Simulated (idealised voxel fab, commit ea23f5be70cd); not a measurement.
The name of this process module is voxel self aligned vias.
In the cross-section labelled cut, the width is 185 nm and each square cell is 5 nm.
Notation: cross-section as square-cell grid; stated in bands, top first, going down; one or more cell rows per band.
In this notation a band is specified by the heights of its top and bottom, in that order and in nm, after which its materials appear from left to right, each paired with its width in nm. The word "edge to edge" attached to a single material means that material fills the band from edge to edge; the word "air" stands for empty space.
Height reference: 0 = level under which incoming wafer is all one material. Lowest band: no bottom, runs on downward, e.g. "0 -> down".
So if you see something like "30->40" for the width, read it as the top row of the band sitting at the first number and the bottom row at the second, with every row in between moving by the same amount as the last.
"no change" means the step left every cell of the cross-section as it was.
If an empty space has no open way to the top and is at least 8 cells in size, "Enclosed void entries" lists it, written width x height at distance, where distance is measured from the left edge and every value is in nm.
Text after the settings on a step's line: the simulator's own remark on that step.
"overlay nm" denotes, for a step that has a mask, the displacement of the mask to the right of its planned place, with negative values corresponding to the left.
-- This section lists the process steps that were planned
step 1: RECEIVE, material Si
step 2: CONFORMAL_DEP, material SiO2, thk nm 15
step 3: CONFORMAL_DEP, material SiCN, thk nm 5
step 4: DIRECTIONAL_DEP, material SiO2, thk nm 30
step 5: DIRECTIONAL_DEP, material aC, thk nm 15
step 6: PATTERN, tone open, mask id LINES, material resist, width nm 30, pitch nm 70, thk nm 30, overlay nm 0
step 7: DIRECTIONAL_ETCH, etch materials aC, depth nm 15
step 8: STRIP, etch materials resist
step 9: DIRECTIONAL_ETCH, etch materials SiO2, depth nm 30
step 10: STRIP, etch materials aC
step 11: CONFORMAL_DEP, material TiN, thk nm 5
step 12: FILL_DEP, material W, thk nm 10
step 13: CMP, height nm 50
step 14: SELECTIVE_ETCH, etch materials W Ru TiN, depth nm 5
step 15: FILL_DEP, material SiN, thk nm 5
step 16: CMP, height nm 50
step 17: DIRECTIONAL_DEP, material SiO2, thk nm 15
step 18: MASKED_ETCH, tone open, mask id VIAS, width nm 40, pitch nm 70, etch materials SiO2, depth nm 15, overlay nm 0
step 19: MASKED_ETCH, tone open, mask id VIAS, width nm 40, pitch nm 70, etch materials SiN, depth nm 5, overlay nm 0
step 20: CONFORMAL_DEP, material TiN, thk nm 5
step 21: FILL_DEP, material W, thk nm 5
step 22: CMP, height nm 65
step 23: CONFORMAL_DEP, material SiCN, thk nm 5
-- Delivered wafer in cross-section: state after step 1
    0 -> down  Si edge to edge
    Enclosed void entries: none
-- End state of the module in cross-section, given the above starting point and plan and one mistake in execution
    70 -> 65  SiCN edge to edge
    65 -> 50  aC edge to edge
    50 -> 45  SiO2 (40); SiN (30); SiO2 (40); SiN (30); SiO2 (45)
    45 -> 25  SiO2 (40); TiN (5); W (20); TiN (5); SiO2 (40); TiN (5); W (20); TiN (5); SiO2 (45)
    25 -> 20  SiO2 (40); TiN (30); SiO2 (40); TiN (30); SiO2 (45)
    20 -> 15  SiCN edge to edge
    15 -> 0  SiO2 edge to edge
    0 -> down  Si edge to edge
    Enclosed void entries: none
what went wrong: step 17 ran with different settings than intended, the actual operation and settings being DIRECTIONAL_DEP, material aC, thk nm 15
